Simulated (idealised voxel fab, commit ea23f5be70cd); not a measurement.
process module | voxel plated lines
Xsec cut, 155 nm wide, square cell size 5 nm.
Bands, listed from the top down, are how a cross-section gets written in this document; the cross-section itself is a grid of square cells, and a band is one or more rows of them.
Within each band entry, the heights of the top and of the bottom of the band appear first, in that order and in nm; the materials of the band then follow from left to right, each with its corresponding width in nm. The designation "edge to edge" on a single material indicates that it fills the band from edge to edge; the designation "empty" indicates empty space.
It should be noted that heights are counted from 0, beneath which the wafer as supplied is of one material throughout, and that the lowest band possesses no lower boundary but continues downward, as written in "0 and below".
Width: "30..40" (first number = top row, second number = bottom row, same change from row to row of cells).
A step reported as "no alterations made" is a step in which no cell of the cross-section changed.
The list in "Listed closed voids" covers empty spaces of 8 cells or more that cannot reach the top through any open way, and it gives each as width x height at distance; the distance is from the left edge, and width, height and distance are in nm.
Step line, after settings: the simulator's comment on this step.
"overlay nm" denotes, for a step that has a mask, the displacement of the mask to the right of its planned place, with negative values corresponding to the left.

Process steps (planned)
1: RECEIVE,material Si
2: CONFORMAL_DEP,material SiN,thk nm 15
3: DIRECTIONAL_DEP,material TiN,thk nm 5
4: PATTERN,tone open,mask id LINES,material resist,width nm 25,pitch nm 40,thk nm 25,overlay nm 0
5: EPI,material Ru,thk nm 10
6: EPI,material Ru,thk nm 5
7: STRIP,etch materials resist
8: DIRECTIONAL_ETCH,etch materials TiN,depth nm 5
9: CONFORMAL_DEP,material SiO2,thk nm 10

Cross-section, incoming material, after step 1
0 and below = Si edge to edge
Listed closed voids: none

Starting wafer: above. Plan: above. Run: one mistake. Cross-section after the module: below
30 down to 15 = SiO2 edge to edge
15 down to 0 = SiN edge to edge
0 and below = Si edge to edge
Listed closed voids: none
Error vs. plan: step 3 off recipe, ran as DIRECTIONAL_DEP,material SiO2,thk nm 5
